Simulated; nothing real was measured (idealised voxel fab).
process module | voxel transistor to metal
cross-section cut | 300 nm wide | cells 5 nm
A cross-section is a grid of square cells, given in bands from the top down. A band is one or more rows of cells.
Each band's line starts with the height of the band's top and of its bottom, in nm. Then come its materials from left to right, each with its width in nm. One material with "throughout" fills the band from edge to edge. "air" is empty space.
Height 0 is the level under which the wafer as received is all one material. The lowest band goes on downwards, as in "0 down".
A width such as "30 to 40" changes by the same amount from each row of cells to the next, from the band's top row to its bottom row.
"no change" after a step means that no cell of the cross-section changed.
closed voids: empty space of 8 cells or more with no open way to the top, each as width x height at its distance from the left edge, in nm
after a step's settings: what the simulator itself notes on the step
overlay nm, on a step with a mask: how far to the right of its planned place the mask lay; to the left if negative
plan
1 op RECEIVE | material Si
2 op CONFORMAL_DEP | material SiO2 | thk nm 5
3 op CONFORMAL_DEP | material SiN | thk nm 10
4 op DIRECTIONAL_DEP | material aC | thk nm 15
5 op PATTERN | tone cover | mask id ACTIVE | material resist | width nm 95 | pitch nm 125 | thk nm 30 | overlay nm 0
6 op DIRECTIONAL_ETCH | etch materials aC | depth nm 15
7 op STRIP | etch materials resist
8 op DIRECTIONAL_ETCH | etch materials SiN | depth nm 10
9 op DIRECTIONAL_ETCH | etch materials SiO2 | depth nm 5
10 op DIRECTIONAL_ETCH | etch materials Si | depth nm 20
11 op STRIP | etch materials aC
12 op FILL_DEP | material SiO2 | thk nm 10
13 op CMP | height nm 15
14 op SELECTIVE_ETCH | etch materials SiO2 | depth nm 5
15 op STRIP | etch materials SiN
16 op SELECTIVE_ETCH | etch materials SiO2 | depth nm 5
17 op OXIDIZE | depth nm 5
18 op DIRECTIONAL_DEP | material polySi | thk nm 25
19 op DIRECTIONAL_DEP | material SiCN | thk nm 15
20 op DIRECTIONAL_DEP | material aC | thk nm 10
21 op PATTERN | tone cover | mask id GATE | material resist | width nm 15 | pitch nm 125 | thk nm 25 | overlay nm 0
22 op DIRECTIONAL_ETCH | etch materials aC | depth nm 10
23 op STRIP | etch materials resist
24 op DIRECTIONAL_ETCH | etch materials SiCN | depth nm 25
25 op DIRECTIONAL_ETCH | etch materials polySi | depth nm 35
26 op STRIP | etch materials aC
27 op CONFORMAL_DEP | material SiN | thk nm 5
28 op DIRECTIONAL_ETCH | etch materials SiN | depth nm 5
29 op DIRECTIONAL_ETCH | etch materials SiO2 | depth nm 5
30 op EPI | material nSi | thk nm 5
31 op FILL_DEP | material SiO2 | thk nm 10
32 op CMP | height nm 40
33 op DIRECTIONAL_DEP | material SiO2 | thk nm 15
34 op DIRECTIONAL_DEP | material aC | thk nm 15
35 op PATTERN | tone open | mask id CONTACT | material resist | width nm 15 | thk nm 35 | overlay nm 0
36 op DIRECTIONAL_ETCH | etch materials aC | depth nm 15
37 op STRIP | etch materials resist
38 op DIRECTIONAL_ETCH | etch materials SiO2 | depth nm 55
39 op STRIP | etch materials aC
40 op CONFORMAL_DEP | material TiN | thk nm 5
41 op FILL_DEP | material W | thk nm 5
42 op CMP | height nm 55
43 op DIRECTIONAL_DEP | material TiN | thk nm 5
44 op DIRECTIONAL_DEP | material W | thk nm 15
45 op DIRECTIONAL_DEP | material aC | thk nm 15
46 op PATTERN | tone cover | mask id METAL_1 | material resist | width nm 15 | thk nm 30 | overlay nm 0
47 op DIRECTIONAL_ETCH | etch materials aC | depth nm 15
48 op STRIP | etch materials resist
49 op DIRECTIONAL_ETCH | etch materials W | depth nm 15
50 op DIRECTIONAL_ETCH | etch materials TiN | depth nm 5
51 op STRIP | etch materials aC
52 op CONFORMAL_DEP | material SiN | thk nm 5
53 op FILL_DEP | material lowk | thk nm 5
54 op CMP | height nm 75
55 op CONFORMAL_DEP | material SiN | thk nm 5
first wafer, as planned
as received, after step 1
  0 down: Si throughout
  closed voids: none
after step 2
  5 to 0: SiO2 throughout
  below 0: unchanged
after step 3
  15 to 5: SiN throughout
  below 5: unchanged
after step 4
  30 to 15: aC throughout
  below 15: unchanged
after step 5
  60 to 30: air 40 | resist 95 | air 30 | resist 95 | air 40
  below 30: unchanged
after step 6
  45 to 30: air 40 | resist 95 | air 30 | resist 95 | air 40
  30 to 15: air 40 | aC 95 | air 30 | aC 95 | air 40
  below 15: unchanged
after step 7
  30 to 15: air 40 | aC 95 | air 30 | aC 95 | air 40
  below 15: unchanged
after step 8
  30 to 15: air 40 | aC 95 | air 30 | aC 95 | air 40
  15 to 5: air 40 | SiN 95 | air 30 | SiN 95 | air 40
  below 5: unchanged
after step 9
  30 to 15: air 40 | aC 95 | air 30 | aC 95 | air 40
  15 to 5: air 40 | SiN 95 | air 30 | SiN 95 | air 40
  5 to 0: air 40 | SiO2 95 | air 30 | SiO2 95 | air 40
  below 0: unchanged
after step 10
  30 to 15: air 40 | aC 95 | air 30 | aC 95 | air 40
  15 to 5: air 40 | SiN 95 | air 30 | SiN 95 | air 40
  5 to 0: air 40 | SiO2 95 | air 30 | SiO2 95 | air 40
  0 to -20: air 40 | Si 95 | air 30 | Si 95 | air 40
  below -20: unchanged
after step 11
  15 to 5: air 40 | SiN 95 | air 30 | SiN 95 | air 40
  below 5: unchanged
after step 12
  25 to 15: SiO2 throughout
  15 to 5: SiO2 40 | SiN 95 | SiO2 30 | SiN 95 | SiO2 40
  5 to 0: SiO2 throughout
  0 to -20: SiO2 40 | Si 95 | SiO2 30 | Si 95 | SiO2 40
  below -20: unchanged
after step 13
  15 to 5: SiO2 40 | SiN 95 | SiO2 30 | SiN 95 | SiO2 40
  below 5: unchanged
after step 14
  15 to 10: air 40 | SiN 95 | air 30 | SiN 95 | air 40
  below 10: unchanged
after step 15
  10 to 5: SiO2 40 | air 95 | SiO2 30 | air 95 | SiO2 40
  below 5: unchanged
after step 16
  5 to 0: SiO2 35 | air 105 | SiO2 20 | air 105 | SiO2 35
  below 0: unchanged
after step 17
  5 to 0: SiO2 35 | air 105 | SiO2 20 | air 105 | SiO2 35
  0 to -5: SiO2 throughout
  below -5: unchanged
after step 18
  30 to 25: polySi 35 | air 105 | polySi 20 | air 105 | polySi 35
  25 to 5: polySi throughout
  5 to 0: SiO2 35 | polySi 105 | SiO2 20 | polySi 105 | SiO2 35
  below 0: unchanged
after step 19
  45 to 40: SiCN 35 | air 105 | SiCN 20 | air 105 | SiCN 35
  40 to 30: SiCN throughout
  30 to 25: polySi 35 | SiCN 105 | polySi 20 | SiCN 105 | polySi 35
  below 25: unchanged
after step 20
  55 to 50: aC 35 | air 105 | aC 20 | air 105 | aC 35
  50 to 45: aC throughout
  45 to 40: SiCN 35 | aC 105 | SiCN 20 | aC 105 | SiCN 35
  below 40: unchanged
after step 21
  80 to 55: air 80 | resist 15 | air 110 | resist 15 | air 80
  55 to 50: aC 35 | air 45 | resist 15 | air 45 | aC 20 | air 45 | resist 15 | air 45 | aC 35
  below 50: unchanged
after step 22
  70 to 50: air 80 | resist 15 | air 110 | resist 15 | air 80
  50 to 45: air 80 | aC 15 | air 110 | aC 15 | air 80
  45 to 40: SiCN 35 | air 45 | aC 15 | air 45 | SiCN 20 | air 45 | aC 15 | air 45 | SiCN 35
  below 40: unchanged
after step 23
  50 to 45: air 80 | aC 15 | air 110 | aC 15 | air 80
  below 45: unchanged
after step 24
  50 to 40: air 80 | aC 15 | air 110 | aC 15 | air 80
  40 to 30: air 80 | SiCN 15 | air 110 | SiCN 15 | air 80
  30 to 25: polySi 35 | air 45 | SiCN 15 | air 45 | polySi 20 | air 45 | SiCN 15 | air 45 | polySi 35
  below 25: unchanged
after step 25
  50 to 40: air 80 | aC 15 | air 110 | aC 15 | air 80
  40 to 25: air 80 | SiCN 15 | air 110 | SiCN 15 | air 80
  25 to 5: air 80 | polySi 15 | air 110 | polySi 15 | air 80
  5 to 0: SiO2 35 | air 45 | polySi 15 | air 45 | SiO2 20 | air 45 | polySi 15 | air 45 | SiO2 35
  below 0: unchanged
after step 26
  40 to 25: air 80 | SiCN 15 | air 110 | SiCN 15 | air 80
  below 25: unchanged
after step 27
  45 to 40: air 75 | SiN 25 | air 100 | SiN 25 | air 75
  40 to 25: air 75 | SiN 5 | SiCN 15 | SiN 5 | air 100 | SiN 5 | SiCN 15 | SiN 5 | air 75
  25 to 10: air 75 | SiN 5 | polySi 15 | SiN 5 | air 100 | SiN 5 | polySi 15 | SiN 5 | air 75
  10 to 5: SiN 40 | air 35 | SiN 5 | polySi 15 | SiN 5 | air 35 | SiN 30 | air 35 | SiN 5 | polySi 15 | SiN 5 | air 35 | SiN 40
  5 to 0: SiO2 35 | SiN 45 | polySi 15 | SiN 45 | SiO2 20 | SiN 45 | polySi 15 | SiN 45 | SiO2 35
  below 0: unchanged
after step 28
  40 to 25: air 75 | SiN 5 | SiCN 15 | SiN 5 | air 100 | SiN 5 | SiCN 15 | SiN 5 | air 75
  25 to 5: air 75 | SiN 5 | polySi 15 | SiN 5 | air 100 | SiN 5 | polySi 15 | SiN 5 | air 75
  5 to 0: SiO2 35 | SiN 5 | air 35 | SiN 5 | polySi 15 | SiN 5 | air 35 | SiN 5 | SiO2 20 | SiN 5 | air 35 | SiN 5 | polySi 15 | SiN 5 | air 35 | SiN 5 | SiO2 35
  below 0: unchanged
after step 29
  40 to 25: air 75 | SiN 5 | SiCN 15 | SiN 5 | air 100 | SiN 5 | SiCN 15 | SiN 5 | air 75
  25 to 5: air 75 | SiN 5 | polySi 15 | SiN 5 | air 100 | SiN 5 | polySi 15 | SiN 5 | air 75
  5 to 0: air 35 | SiN 5 | air 35 | SiN 5 | polySi 15 | SiN 5 | air 35 | SiN 5 | air 20 | SiN 5 | air 35 | SiN 5 | polySi 15 | SiN 5 | air 35 | SiN 5 | air 35
  0 to -5: SiO2 40 | air 35 | SiO2 25 | air 35 | SiO2 30 | air 35 | SiO2 25 | air 35 | SiO2 40
  below -5: unchanged
after step 30
  40 to 25: air 75 | SiN 5 | SiCN 15 | SiN 5 | air 100 | SiN 5 | SiCN 15 | SiN 5 | air 75
  25 to 5: air 75 | SiN 5 | polySi 15 | SiN 5 | air 100 | SiN 5 | polySi 15 | SiN 5 | air 75
  5 to 0: air 35 | SiN 5 | air 35 | SiN 5 | polySi 15 | SiN 5 | air 35 | SiN 5 | air 20 | SiN 5 | air 35 | SiN 5 | polySi 15 | SiN 5 | air 35 | SiN 5 | air 35
  0 to -5: SiO2 40 | nSi 35 | SiO2 25 | nSi 35 | SiO2 30 | nSi 35 | SiO2 25 | nSi 35 | SiO2 40
  below -5: unchanged
after step 31
  50 to 40: SiO2 throughout
  40 to 25: SiO2 75 | SiN 5 | SiCN 15 | SiN 5 | SiO2 100 | SiN 5 | SiCN 15 | SiN 5 | SiO2 75
  25 to 5: SiO2 75 | SiN 5 | polySi 15 | SiN 5 | SiO2 100 | SiN 5 | polySi 15 | SiN 5 | SiO2 75
  5 to 0: SiO2 35 | SiN 5 | SiO2 35 | SiN 5 | polySi 15 | SiN 5 | SiO2 35 | SiN 5 | SiO2 20 | SiN 5 | SiO2 35 | SiN 5 | polySi 15 | SiN 5 | SiO2 35 | SiN 5 | SiO2 35
  below 0: unchanged
after step 32
  40 to 25: SiO2 75 | SiN 5 | SiCN 15 | SiN 5 | SiO2 100 | SiN 5 | SiCN 15 | SiN 5 | SiO2 75
  below 25: unchanged
after step 33
  55 to 40: SiO2 throughout
  below 40: unchanged
after step 34
  70 to 55: aC throughout
  below 55: unchanged
after step 35
  105 to 70: resist 50 | air 15 | resist 45 | air 15 | resist 50 | air 15 | resist 45 | air 15 | resist 50
  below 70: unchanged
after step 36
  90 to 70: resist 50 | air 15 | resist 45 | air 15 | resist 50 | air 15 | resist 45 | air 15 | resist 50
  70 to 55: aC 50 | air 15 | aC 45 | air 15 | aC 50 | air 15 | aC 45 | air 15 | aC 50
  below 55: unchanged
after step 37
  70 to 55: aC 50 | air 15 | aC 45 | air 15 | aC 50 | air 15 | aC 45 | air 15 | aC 50
  below 55: unchanged
after step 38
  70 to 55: aC 50 | air 15 | aC 45 | air 15 | aC 50 | air 15 | aC 45 | air 15 | aC 50
  55 to 40: SiO2 50 | air 15 | SiO2 45 | air 15 | SiO2 50 | air 15 | SiO2 45 | air 15 | SiO2 50
  40 to 25: SiO2 50 | air 15 | SiO2 10 | SiN 5 | SiCN 15 | SiN 5 | SiO2 10 | air 15 | SiO2 50 | air 15 | SiO2 10 | SiN 5 | SiCN 15 | SiN 5 | SiO2 10 | air 15 | SiO2 50
  25 to 5: SiO2 50 | air 15 | SiO2 10 | SiN 5 | polySi 15 | SiN 5 | SiO2 10 | air 15 | SiO2 50 | air 15 | SiO2 10 | SiN 5 | polySi 15 | SiN 5 | SiO2 10 | air 15 | SiO2 50
  5 to 0: SiO2 35 | SiN 5 | SiO2 10 | air 15 | SiO2 10 | SiN 5 | polySi 15 | SiN 5 | SiO2 10 | air 15 | SiO2 10 | SiN 5 | SiO2 20 | SiN 5 | SiO2 10 | air 15 | SiO2 10 | SiN 5 | polySi 15 | SiN 5 | SiO2 10 | air 15 | SiO2 10 | SiN 5 | SiO2 35
  below 0: unchanged
after step 39
  55 to 40: SiO2 50 | air 15 | SiO2 45 | air 15 | SiO2 50 | air 15 | SiO2 45 | air 15 | SiO2 50
  below 40: unchanged
after step 40
  60 to 55: TiN 55 | air 5 | TiN 55 | air 5 | TiN 60 | air 5 | TiN 55 | air 5 | TiN 55
  55 to 40: SiO2 50 | TiN 5 | air 5 | TiN 5 | SiO2 45 | TiN 5 | air 5 | TiN 5 | SiO2 50 | TiN 5 | air 5 | TiN 5 | SiO2 45 | TiN 5 | air 5 | TiN 5 | SiO2 50
  40 to 25: SiO2 50 | TiN 5 | air 5 | TiN 5 | SiO2 10 | SiN 5 | SiCN 15 | SiN 5 | SiO2 10 | TiN 5 | air 5 | TiN 5 | SiO2 50 | TiN 5 | air 5 | TiN 5 | SiO2 10 | SiN 5 | SiCN 15 | SiN 5 | SiO2 10 | TiN 5 | air 5 | TiN 5 | SiO2 50
  25 to 5: SiO2 50 | TiN 5 | air 5 | TiN 5 | SiO2 10 | SiN 5 | polySi 15 | SiN 5 | SiO2 10 | TiN 5 | air 5 | TiN 5 | SiO2 50 | TiN 5 | air 5 | TiN 5 | SiO2 10 | SiN 5 | polySi 15 | SiN 5 | SiO2 10 | TiN 5 | air 5 | TiN 5 | SiO2 50
  5 to 0: SiO2 35 | SiN 5 | SiO2 10 | TiN 15 | SiO2 10 | SiN 5 | polySi 15 | SiN 5 | SiO2 10 | TiN 15 | SiO2 10 | SiN 5 | SiO2 20 | SiN 5 | SiO2 10 | TiN 15 | SiO2 10 | SiN 5 | polySi 15 | SiN 5 | SiO2 10 | TiN 15 | SiO2 10 | SiN 5 | SiO2 35
  below 0: unchanged
after step 41
  65 to 60: W throughout
  60 to 55: TiN 55 | W 5 | TiN 55 | W 5 | TiN 60 | W 5 | TiN 55 | W 5 | TiN 55
  55 to 40: SiO2 50 | TiN 5 | W 5 | TiN 5 | SiO2 45 | TiN 5 | W 5 | TiN 5 | SiO2 50 | TiN 5 | W 5 | TiN 5 | SiO2 45 | TiN 5 | W 5 | TiN 5 | SiO2 50
  40 to 25: SiO2 50 | TiN 5 | W 5 | TiN 5 | SiO2 10 | SiN 5 | SiCN 15 | SiN 5 | SiO2 10 | TiN 5 | W 5 | TiN 5 | SiO2 50 | TiN 5 | W 5 | TiN 5 | SiO2 10 | SiN 5 | SiCN 15 | SiN 5 | SiO2 10 | TiN 5 | W 5 | TiN 5 | SiO2 50
  25 to 5: SiO2 50 | TiN 5 | W 5 | TiN 5 | SiO2 10 | SiN 5 | polySi 15 | SiN 5 | SiO2 10 | TiN 5 | W 5 | TiN 5 | SiO2 50 | TiN 5 | W 5 | TiN 5 | SiO2 10 | SiN 5 | polySi 15 | SiN 5 | SiO2 10 | TiN 5 | W 5 | TiN 5 | SiO2 50
  below 5: unchanged
after step 42
  55 to 40: SiO2 50 | TiN 5 | W 5 | TiN 5 | SiO2 45 | TiN 5 | W 5 | TiN 5 | SiO2 50 | TiN 5 | W 5 | TiN 5 | SiO2 45 | TiN 5 | W 5 | TiN 5 | SiO2 50
  below 40: unchanged
after step 43
  60 to 55: TiN throughout
  below 55: unchanged
after step 44
  75 to 60: W throughout
  below 60: unchanged
after step 45
  90 to 75: aC throughout
  below 75: unchanged
after step 46
  120 to 90: air 50 | resist 15 | air 45 | resist 15 | air 50 | resist 15 | air 45 | resist 15 | air 50
  below 90: unchanged
after step 47
  105 to 90: air 50 | resist 15 | air 45 | resist 15 | air 50 | resist 15 | air 45 | resist 15 | air 50
  90 to 75: air 50 | aC 15 | air 45 | aC 15 | air 50 | aC 15 | air 45 | aC 15 | air 50
  below 75: unchanged
after step 48
  90 to 75: air 50 | aC 15 | air 45 | aC 15 | air 50 | aC 15 | air 45 | aC 15 | air 50
  below 75: unchanged
after step 49
  90 to 75: air 50 | aC 15 | air 45 | aC 15 | air 50 | aC 15 | air 45 | aC 15 | air 50
  75 to 60: air 50 | W 15 | air 45 | W 15 | air 50 | W 15 | air 45 | W 15 | air 50
  below 60: unchanged
after step 50
  90 to 75: air 50 | aC 15 | air 45 | aC 15 | air 50 | aC 15 | air 45 | aC 15 | air 50
  75 to 60: air 50 | W 15 | air 45 | W 15 | air 50 | W 15 | air 45 | W 15 | air 50
  60 to 55: air 50 | TiN 15 | air 45 | TiN 15 | air 50 | TiN 15 | air 45 | TiN 15 | air 50
  below 55: unchanged
after step 51
  75 to 60: air 50 | W 15 | air 45 | W 15 | air 50 | W 15 | air 45 | W 15 | air 50
  below 60: unchanged
after step 52
  80 to 75: air 45 | SiN 25 | air 35 | SiN 25 | air 40 | SiN 25 | air 35 | SiN 25 | air 45
  75 to 60: air 45 | SiN 5 | W 15 | SiN 5 | air 35 | SiN 5 | W 15 | SiN 5 | air 40 | SiN 5 | W 15 | SiN 5 | air 35 | SiN 5 | W 15 | SiN 5 | air 45
  60 to 55: SiN 50 | TiN 15 | SiN 45 | TiN 15 | SiN 50 | TiN 15 | SiN 45 | TiN 15 | SiN 50
  below 55: unchanged
after step 53
  85 to 80: lowk throughout
  80 to 75: lowk 45 | SiN 25 | lowk 35 | SiN 25 | lowk 40 | SiN 25 | lowk 35 | SiN 25 | lowk 45
  75 to 60: lowk 45 | SiN 5 | W 15 | SiN 5 | lowk 35 | SiN 5 | W 15 | SiN 5 | lowk 40 | SiN 5 | W 15 | SiN 5 | lowk 35 | SiN 5 | W 15 | SiN 5 | lowk 45
  below 60: unchanged
after step 54
  75 to 60: lowk 45 | SiN 5 | W 15 | SiN 5 | lowk 35 | SiN 5 | W 15 | SiN 5 | lowk 40 | SiN 5 | W 15 | SiN 5 | lowk 35 | SiN 5 | W 15 | SiN 5 | lowk 45
  below 60: unchanged
after step 55
  80 to 75: SiN throughout
  below 75: unchanged
second wafer: like start, like plan, one mistake. Through step 45 it matches the first wafer
when step 46 should have ended
  120 to 90: air 45 | resist 15 | air 45 | resist 15 | air 50 | resist 15 | air 45 | resist 15 | air 55
  below 90: unchanged
when step 47 should have ended
  105 to 90: air 45 | resist 15 | air 45 | resist 15 | air 50 | resist 15 | air 45 | resist 15 | air 55
  90 to 75: air 45 | aC 15 | air 45 | aC 15 | air 50 | aC 15 | air 45 | aC 15 | air 55
  below 75: unchanged
when step 48 should have ended
  90 to 75: air 45 | aC 15 | air 45 | aC 15 | air 50 | aC 15 | air 45 | aC 15 | air 55
  below 75: unchanged
when step 49 should have ended
  90 to 75: air 45 | aC 15 | air 45 | aC 15 | air 50 | aC 15 | air 45 | aC 15 | air 55
  75 to 60: air 45 | W 15 | air 45 | W 15 | air 50 | W 15 | air 45 | W 15 | air 55
  below 60: unchanged
when step 50 should have ended
  90 to 75: air 45 | aC 15 | air 45 | aC 15 | air 50 | aC 15 | air 45 | aC 15 | air 55
  75 to 60: air 45 | W 15 | air 45 | W 15 | air 50 | W 15 | air 45 | W 15 | air 55
  60 to 55: air 45 | TiN 15 | air 45 | TiN 15 | air 50 | TiN 15 | air 45 | TiN 15 | air 55
  below 55: unchanged
when step 51 should have ended
  75 to 60: air 45 | W 15 | air 45 | W 15 | air 50 | W 15 | air 45 | W 15 | air 55
  below 60: unchanged
when step 52 should have ended
  80 to 75: air 40 | SiN 25 | air 35 | SiN 25 | air 40 | SiN 25 | air 35 | SiN 25 | air 50
  75 to 60: air 40 | SiN 5 | W 15 | SiN 5 | air 35 | SiN 5 | W 15 | SiN 5 | air 40 | SiN 5 | W 15 | SiN 5 | air 35 | SiN 5 | W 15 | SiN 5 | air 50
  60 to 55: SiN 45 | TiN 15 | SiN 45 | TiN 15 | SiN 50 | TiN 15 | SiN 45 | TiN 15 | SiN 55
  below 55: unchanged
when step 53 should have ended
  85 to 80: lowk throughout
  80 to 75: lowk 40 | SiN 25 | lowk 35 | SiN 25 | lowk 40 | SiN 25 | lowk 35 | SiN 25 | lowk 50
  75 to 60: lowk 40 | SiN 5 | W 15 | SiN 5 | lowk 35 | SiN 5 | W 15 | SiN 5 | lowk 40 | SiN 5 | W 15 | SiN 5 | lowk 35 | SiN 5 | W 15 | SiN 5 | lowk 50
  below 60: unchanged
when step 54 should have ended
  75 to 60: lowk 40 | SiN 5 | W 15 | SiN 5 | lowk 35 | SiN 5 | W 15 | SiN 5 | lowk 40 | SiN 5 | W 15 | SiN 5 | lowk 35 | SiN 5 | W 15 | SiN 5 | lowk 50
  below 60: unchanged
when step 55 should have ended
  80 to 75: SiN throughout
  below 75: unchanged
what went wrong: step 46 ran as: op PATTERN | tone cover | mask id METAL_1 | material resist | width nm 15 | thk nm 30 | overlay nm -5
at the end the second wafer has, in cells: as many of each material as the first, in other places
